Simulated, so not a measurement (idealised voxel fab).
Proc. module: voxel ribs on slabs
Shown is cross-section cut, with a width of 205 nm and square cells of size 5 nm.
Each cross-section below is a grid of square cells, stated as bands in top-down order, with one or more rows of cells making up each band. Quick guide to a band line: top height, bottom height (nm) up front; then every material left to right with its width in nm. Only one material and it's marked "full width"? Then it fills the band edge to edge. And "blank" just means empty space. Height is counted from the level 0, under which the received wafer is composed throughout of one material. The lowest of the bands is not closed at the bottom but continues downward, in the notation "z 0 and below". Width: "30->40" (first number = top row, second number = bottom row, same change from row to row of cells). Step note "identical to before" = no cross-section cell changed. If an empty space has no open way to the top and is at least 8 cells in size, "Internal closed voids" lists it, written width x height at distance, where distance is measured from the left edge and every value is in nm. Where a step's line continues beyond its settings, the continuation is a remark by the simulator itself on that step. The "overlay nm" setting may appear on a step's line; for a step that uses a mask, it gives how far to the right of its planned position the mask lay, and a negative value indicates the left.

Below is the list of planned process steps:
1,RECEIVE | material Si
2,DIRECTIONAL_DEP | material SiO2 | thk nm 25
3,DIRECTIONAL_DEP | material SiN | thk nm 15
4,DIRECTIONAL_DEP | material aC | thk nm 10
5,PATTERN | tone cover | mask id RIB | material resist | width nm 15 | thk nm 25 | overlay nm 0
6,DIRECTIONAL_ETCH | etch materials aC | depth nm 10
7,STRIP | etch materials resist
8,DIRECTIONAL_ETCH | etch materials SiN | depth nm 5
9,STRIP | etch materials aC
10,MASKED_ETCH | tone cover | mask id SLAB | width nm 60 | etch materials SiN | depth nm 10 | overlay nm 0
11,FILL_DEP | material SiO2 | thk nm 15
12,CMP | height nm 50
13,DIRECTIONAL_DEP | material W | thk nm 10
14,PATTERN | tone cover | mask id HEATER | material resist | width nm 30 | thk nm 15 | overlay nm 0
15,DIRECTIONAL_ETCH | etch materials W | depth nm 10
16,STRIP | etch materials resist
17,CONFORMAL_DEP | material SiN | thk nm 5
Be aware that, although all wafers share a common starting state, the width nm at step 5 differs among them, and the plan displays the first wafer's value.

Cross-section of the first incoming wafer of several, state after step 1:
- z 0 and below  Si full width
- Internal closed voids: none

First of several wafers in cross-section at module end, following the final step, step 17:
- z 65 to 60  blank: 80 | SiN: 40 | blank: 85
- z 60 to 55  blank: 80 | SiN: 5 | W: 30 | SiN: 5 | blank: 85
- z 55 to 50  SiN: 85 | W: 30 | SiN: 90
- z 50 to 40  SiO2 full width
- z 40 to 35  SiO2: 95 | SiN: 15 | SiO2: 95
- z 35 to 25  SiO2: 70 | SiN: 60 | SiO2: 75
- z 25 to 0  SiO2 full width
- z 0 and below  Si full width
- Internal closed voids: none

Module end, final wafer: cross-section:
- z 65 to 60  blank: 80 | SiN: 40 | blank: 85
- z 60 to 55  blank: 80 | SiN: 5 | W: 30 | SiN: 5 | blank: 85
- z 55 to 50  SiN: 85 | W: 30 | SiN: 90
- z 50 to 40  SiO2 full width
- z 40 to 35  SiO2: 85 | SiN: 35 | SiO2: 85
- z 35 to 25  SiO2: 70 | SiN: 60 | SiO2: 75
- z 25 to 0  SiO2 full width
- z 0 and below  Si full width
- Internal closed voids: none

Wafer rows; end of module; cells per material since receipt: (+) gained, (-) lost; then closed voids:
width nm 15 | +72 SiN | +383 SiO2 | +12 W | Internal closed voids: none
width nm 20 | +73 SiN | +382 SiO2 | +12 W | Internal closed voids: none
width nm 25 | +74 SiN | +381 SiO2 | +12 W | Internal closed voids: none
width nm 30 | +75 SiN | +380 SiO2 | +12 W | Internal closed voids: none
width nm 35 | +76 SiN | +379 SiO2 | +12 W | Internal closed voids: none
